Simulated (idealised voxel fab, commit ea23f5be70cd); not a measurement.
process module | voxel transistor to metal
cross-section cut | 160 nm wide | cells 5 nm
A cross-section is a grid of square cells, given in bands from the top down. A band is one or more rows of cells.
Each band's line starts with the height of the band's top and of its bottom, in nm. Then come its materials from left to right, each with its width in nm. One material with "throughout" fills the band from edge to edge. "air" is empty space.
Height 0 is the level under which the wafer as received is all one material. The lowest band goes on downwards, as in "0 down".
A width such as "30 to 40" changes by the same amount from each row of cells to the next, from the band's top row to its bottom row.
"no change" after a step means that no cell of the cross-section changed.
closed voids: empty space of 8 cells or more with no open way to the top, each as width x height at its distance from the left edge, in nm
after a step's settings: what the simulator itself notes on the step
overlay nm, on a step with a mask: how far to the right of its planned place the mask lay; to the left if negative
plan
1 op RECEIVE | material Si
2 op OXIDIZE | depth nm 5
3 op CONFORMAL_DEP | material SiN | thk nm 10
4 op MASKED_ETCH | tone cover | mask id ACTIVE | width nm 100 | etch materials SiN | depth nm 10 | overlay nm 0
5 op MASKED_ETCH | tone cover | mask id ACTIVE | width nm 100 | etch materials SiO2 | depth nm 5 | overlay nm 0
6 op MASKED_ETCH | tone cover | mask id ACTIVE | width nm 100 | etch materials Si | depth nm 30 | overlay nm 0
7 op FILL_DEP | material SiO2 | thk nm 5
8 op CMP | height nm 10
9 op SELECTIVE_ETCH | etch materials SiO2 | depth nm 5
10 op STRIP | etch materials SiN
11 op SELECTIVE_ETCH | etch materials SiO2 | depth nm 5
12 op OXIDIZE | depth nm 5
13 op DIRECTIONAL_DEP | material polySi | thk nm 30
14 op DIRECTIONAL_DEP | material SiCN | thk nm 15
15 op DIRECTIONAL_DEP | material aC | thk nm 10
16 op PATTERN | tone cover | mask id GATE | material resist | width nm 20 | thk nm 30 | overlay nm 0
17 op DIRECTIONAL_ETCH | etch materials aC | depth nm 10
18 op STRIP | etch materials resist
19 op DIRECTIONAL_ETCH | etch materials SiCN | depth nm 25
20 op DIRECTIONAL_ETCH | etch materials polySi | depth nm 40
21 op STRIP | etch materials aC
22 op CONFORMAL_DEP | material SiO2 | thk nm 5
23 op DIRECTIONAL_ETCH | etch materials SiO2 | depth nm 5
24 op CONFORMAL_DEP | material SiN | thk nm 10
25 op DIRECTIONAL_ETCH | etch materials SiN | depth nm 10
26 op DIRECTIONAL_ETCH | etch materials SiO2 | depth nm 5
27 op DIRECTIONAL_ETCH | etch materials Si | depth nm 15
28 op EPI | material SiGe | thk nm 15
29 op FILL_DEP | material SiO2 | thk nm 5
30 op CMP | height nm 40
31 op DIRECTIONAL_DEP | material SiO2 | thk nm 15
32 op DIRECTIONAL_DEP | material aC | thk nm 10
33 op PATTERN | tone open | mask id CONTACT | material resist | width nm 25 | pitch nm 55 | thk nm 30 | overlay nm 0
34 op DIRECTIONAL_ETCH | etch materials aC | depth nm 10
35 op STRIP | etch materials resist
36 op DIRECTIONAL_ETCH | etch materials SiO2 | depth nm 50
37 op STRIP | etch materials aC
38 op CONFORMAL_DEP | material TiN | thk nm 5
39 op FILL_DEP | material Ru | thk nm 5
40 op CMP | height nm 55
41 op DIRECTIONAL_DEP | material TiN | thk nm 5
42 op DIRECTIONAL_DEP | material W | thk nm 25
43 op PATTERN | tone cover | mask id METAL_1 | material resist | width nm 15 | pitch nm 65 | thk nm 15 | overlay nm 0
44 op DIRECTIONAL_ETCH | etch materials W | depth nm 25
45 op DIRECTIONAL_ETCH | etch materials TiN | depth nm 5
46 op STRIP | etch materials resist
47 op FILL_DEP | material lowk | thk nm 5
48 op CMP | height nm 85
49 op CONFORMAL_DEP | material SiCN | thk nm 5
as received, after step 1
  0 down: Si throughout
  closed voids: none
first wafer at the end, as planned
  90 to 85: SiCN throughout
  85 to 60: lowk 40 | W 15 | lowk 50 | W 15 | lowk 40
  60 to 55: lowk 40 | TiN 15 | lowk 50 | TiN 15 | lowk 40
  55 to 45: SiO2 40 | TiN 5 | Ru 15 | TiN 5 | SiO2 30 | TiN 5 | Ru 15 | TiN 5 | SiO2 40
  45 to 40: SiO2 40 | TiN 5 | Ru 5 | TiN 15 | SiO2 30 | TiN 15 | Ru 5 | TiN 5 | SiO2 40
  40 to 25: SiO2 40 | TiN 5 | Ru 5 | TiN 5 | SiN 10 | SiO2 5 | SiCN 20 | SiO2 5 | SiN 10 | TiN 5 | Ru 5 | TiN 5 | SiO2 40
  25 to 10: SiO2 40 | TiN 5 | Ru 5 | TiN 5 | SiN 10 | SiO2 5 | polySi 20 | SiO2 5 | SiN 10 | TiN 5 | Ru 5 | TiN 5 | SiO2 40
  10 to 5: SiO2 40 | TiN 15 | SiN 10 | SiO2 5 | polySi 20 | SiO2 5 | SiN 10 | TiN 15 | SiO2 40
  5 to 0: SiO2 35 | SiGe 20 | SiN 10 | SiO2 5 | polySi 20 | SiO2 5 | SiN 10 | SiGe 20 | SiO2 35
  0 to -5: SiO2 30 | SiN 10 | SiGe 15 | SiN 10 | SiO2 5 | polySi 20 | SiO2 5 | SiN 10 | SiGe 15 | SiN 10 | SiO2 30
  -5 to -10: SiO2 40 | SiGe 15 | SiO2 50 | SiGe 15 | SiO2 40
  -10 to -25: SiO2 30 | Si 10 | SiGe 15 | Si 50 | SiGe 15 | Si 10 | SiO2 30
  -25 to -35: SiO2 30 | Si 100 | SiO2 30
  -35 down: Si throughout
  closed voids: none
second wafer at the end: like start, like plan, one mistake
  90 to 85: SiCN throughout
  85 to 60: lowk 40 | W 15 | lowk 50 | W 15 | lowk 40
  60 to 55: lowk 40 | TiN 15 | lowk 50 | TiN 15 | lowk 40
  55 to 45: SiO2 40 | TiN 5 | Ru 15 | TiN 5 | SiO2 30 | TiN 5 | Ru 15 | TiN 5 | SiO2 40
  45 to 40: SiO2 40 | TiN 5 | Ru 5 | TiN 15 | SiO2 30 | TiN 15 | Ru 5 | TiN 5 | SiO2 40
  40 to 25: SiO2 40 | TiN 5 | Ru 5 | TiN 5 | SiN 10 | SiO2 5 | SiCN 20 | SiO2 5 | SiN 10 | TiN 5 | Ru 5 | TiN 5 | SiO2 40
  25 to 10: SiO2 40 | TiN 5 | Ru 5 | TiN 5 | SiN 10 | SiO2 5 | polySi 20 | SiO2 5 | SiN 10 | TiN 5 | Ru 5 | TiN 5 | SiO2 40
  10 to 5: SiO2 40 | TiN 15 | SiN 10 | SiO2 5 | polySi 20 | SiO2 5 | SiN 10 | TiN 15 | SiO2 40
  5 to 0: SiO2 40 | SiGe 15 | SiN 10 | SiO2 5 | polySi 20 | SiO2 5 | SiN 10 | SiGe 15 | SiO2 40
  0 to -5: SiO2 25 | SiN 10 | SiGe 20 | SiN 10 | SiO2 5 | polySi 20 | SiO2 5 | SiN 10 | SiGe 20 | SiN 10 | SiO2 25
  -5 to -10: SiO2 35 | SiGe 20 | SiO2 50 | SiGe 20 | SiO2 35
  -10 to -15: SiO2 35 | SiGe 20 | Si 50 | SiGe 20 | SiO2 35
  -15 to -25: SiO2 30 | Si 5 | SiGe 20 | Si 50 | SiGe 20 | Si 5 | SiO2 30
  -25 to -35: SiO2 30 | Si 100 | SiO2 30
  -35 down: Si throughout
  closed voids: none
what went wrong: steps 9 and 10 were swapped
at the end the second wafer has, in cells: 8 fewer of Si | 8 more of SiGe
